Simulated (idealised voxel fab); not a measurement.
The process module that follows is named voxel gate over fins.
Each square cell in cross-section cut measures 5 nm, and the section as a whole is 140 nm wide.
How to read a cross-section here: the picture is a grid of square cells, written as bands going from the top down, and any band can span one or more rows of cells.
Band: top and bottom heights (nm) first, top before bottom; then materials from left to right, widths in nm. "everywhere" marks a sole material filling the band edge to edge. "air" denotes empty space.
We count height from 0. Below that, the starting wafer is all one material. The lowest band never ends at the bottom but goes on down; see "0 and below" for how that is written.
The expression "30..40" gives the width at the extremes of the band, the first number at its top row of cells and the second at its bottom row, with the width changing by equal amounts from each row to the next in between.
No cell of the cross-section changed in a step that is given as "identical to before".
"Closed void catalog" contains a list of empty spaces, each no smaller than 8 cells and without an open way to the top, written in the form width x height at distance with the distance from the left edge and all three in nm.
Where a step's line continues beyond its settings, the continuation is a remark by the simulator itself on that step.
Steps that use a mask can have "overlay nm" on their line. It says how far the mask sat to the right of where it was meant to be. Negative means to the left.
Planned step list for the process:
1 op RECEIVE | material Si
2 op CONFORMAL_DEP | material SiN | thk nm 5
3 op MASKED_ETCH | tone cover | mask id FINS | width nm 15 | pitch nm 45 | etch materials SiN | depth nm 5 | overlay nm 0
4 op MASKED_ETCH | tone cover | mask id FINS | width nm 15 | pitch nm 45 | etch materials Si | depth nm 40 | overlay nm 0
5 op OXIDIZE | depth nm 5
6 op FILL_DEP | material SiO2 | thk nm 5
7 op CMP | height nm 5
8 op SELECTIVE_ETCH | etch materials SiO2 | depth nm 20
9 op STRIP | etch materials SiN
10 op CONFORMAL_DEP | material HfO2 | thk nm 5
11 op CONFORMAL_DEP | material TiN | thk nm 5
12 op FILL_DEP | material W | thk nm 15
13 op CMP | height nm 20
14 op CONFORMAL_DEP | material SiN | thk nm 10
First of two wafers: run as planned:
Cross-section, incoming material, after step 1:
  0 and below: Si everywhere
  Closed void catalog: none
after step 2:
  5 down to 0: SiN everywhere
  Unchanged below 0.
after step 3:
  5 down to 0: air (15) | SiN (15) | air (30) | SiN (15) | air (30) | SiN (15) | air (20)
  Unchanged below 0.
after step 4:
  5 down to 0: air (15) | SiN (15) | air (30) | SiN (15) | air (30) | SiN (15) | air (20)
  0 down to -40: air (15) | Si (15) | air (30) | Si (15) | air (30) | Si (15) | air (20)
  Unchanged below -40.
after step 5:
  5 down to 0: air (15) | SiN (15) | air (30) | SiN (15) | air (30) | SiN (15) | air (20)
  0 down to -40: air (15) | SiO2 (5) | Si (5) | SiO2 (5) | air (30) | SiO2 (5) | Si (5) | SiO2 (5) | air (30) | SiO2 (5) | Si (5) | SiO2 (5) | air (20)
  -40 down to -45: SiO2 (20) | Si (5) | SiO2 (40) | Si (5) | SiO2 (40) | Si (5) | SiO2 (25)
  Unchanged below -45.
after step 6:
  10 down to 5: SiO2 everywhere
  5 down to 0: SiO2 (15) | SiN (15) | SiO2 (30) | SiN (15) | SiO2 (30) | SiN (15) | SiO2 (20)
  0 down to -45: SiO2 (20) | Si (5) | SiO2 (40) | Si (5) | SiO2 (40) | Si (5) | SiO2 (25)
  Unchanged below -45.
after step 7:
  5 down to 0: SiO2 (15) | SiN (15) | SiO2 (30) | SiN (15) | SiO2 (30) | SiN (15) | SiO2 (20)
  Unchanged below 0.
after step 8:
  5 down to 0: air (15) | SiN (15) | air (30) | SiN (15) | air (30) | SiN (15) | air (20)
  0 down to -15: air (20) | Si (5) | air (40) | Si (5) | air (40) | Si (5) | air (25)
  Unchanged below -15.
after step 9:
  0 down to -15: air (20) | Si (5) | air (40) | Si (5) | air (40) | Si (5) | air (25)
  Unchanged below -15.
after step 10:
  5 down to 0: air (15) | HfO2 (15) | air (30) | HfO2 (15) | air (30) | HfO2 (15) | air (20)
  0 down to -10: air (15) | HfO2 (5) | Si (5) | HfO2 (5) | air (30) | HfO2 (5) | Si (5) | HfO2 (5) | air (30) | HfO2 (5) | Si (5) | HfO2 (5) | air (20)
  -10 down to -15: HfO2 (20) | Si (5) | HfO2 (40) | Si (5) | HfO2 (40) | Si (5) | HfO2 (25)
  Unchanged below -15.
after step 11:
  10 down to 5: air (10) | TiN (25) | air (20) | TiN (25) | air (20) | TiN (25) | air (15)
  5 down to 0: air (10) | TiN (5) | HfO2 (15) | TiN (5) | air (20) | TiN (5) | HfO2 (15) | TiN (5) | air (20) | TiN (5) | HfO2 (15) | TiN (5) | air (15)
  0 down to -5: air (10) | TiN (5) | HfO2 (5) | Si (5) | HfO2 (5) | TiN (5) | air (20) | TiN (5) | HfO2 (5) | Si (5) | HfO2 (5) | TiN (5) | air (20) | TiN (5) | HfO2 (5) | Si (5) | HfO2 (5) | TiN (5) | air (15)
  -5 down to -10: TiN (15) | HfO2 (5) | Si (5) | HfO2 (5) | TiN (30) | HfO2 (5) | Si (5) | HfO2 (5) | TiN (30) | HfO2 (5) | Si (5) | HfO2 (5) | TiN (20)
  Unchanged below -10.
after step 12:
  25 down to 10: W everywhere
  10 down to 5: W (10) | TiN (25) | W (20) | TiN (25) | W (20) | TiN (25) | W (15)
  5 down to 0: W (10) | TiN (5) | HfO2 (15) | TiN (5) | W (20) | TiN (5) | HfO2 (15) | TiN (5) | W (20) | TiN (5) | HfO2 (15) | TiN (5) | W (15)
  0 down to -5: W (10) | TiN (5) | HfO2 (5) | Si (5) | HfO2 (5) | TiN (5) | W (20) | TiN (5) | HfO2 (5) | Si (5) | HfO2 (5) | TiN (5) | W (20) | TiN (5) | HfO2 (5) | Si (5) | HfO2 (5) | TiN (5) | W (15)
  Unchanged below -5.
after step 13:
  20 down to 10: W everywhere
  Unchanged below 10.
after step 14:
  30 down to 20: SiN everywhere
  Unchanged below 20.
Second wafer. Start and plan as for the first. One mistake made in running. Agrees with the first up to and including step 9:
X-section, second wafer, when step 10 was due to finish: identical to before
X-section, second wafer, when step 11 was due to finish:
  5 down to 0: air (15) | TiN (15) | air (30) | TiN (15) | air (30) | TiN (15) | air (20)
  0 down to -10: air (15) | TiN (5) | Si (5) | TiN (5) | air (30) | TiN (5) | Si (5) | TiN (5) | air (30) | TiN (5) | Si (5) | TiN (5) | air (20)
  -10 down to -15: TiN (20) | Si (5) | TiN (40) | Si (5) | TiN (40) | Si (5) | TiN (25)
  Unchanged below -15.
X-section, second wafer, when step 12 was due to finish:
  20 down to 5: W everywhere
  5 down to 0: W (15) | TiN (15) | W (30) | TiN (15) | W (30) | TiN (15) | W (20)
  0 down to -10: W (15) | TiN (5) | Si (5) | TiN (5) | W (30) | TiN (5) | Si (5) | TiN (5) | W (30) | TiN (5) | Si (5) | TiN (5) | W (20)
  Unchanged below -10.
X-section, second wafer, when step 13 was due to finish: identical to before
X-section, second wafer, when step 14 was due to finish:
  30 down to 20: SiN everywhere
  Unchanged below 20.
Error vs. plan: step 10 of the plan never got run, it was skipped over
Heads up, by the end the second wafer has more or fewer cells of some materials compared to the first: HfO2: 46 fewer | W: 46 more
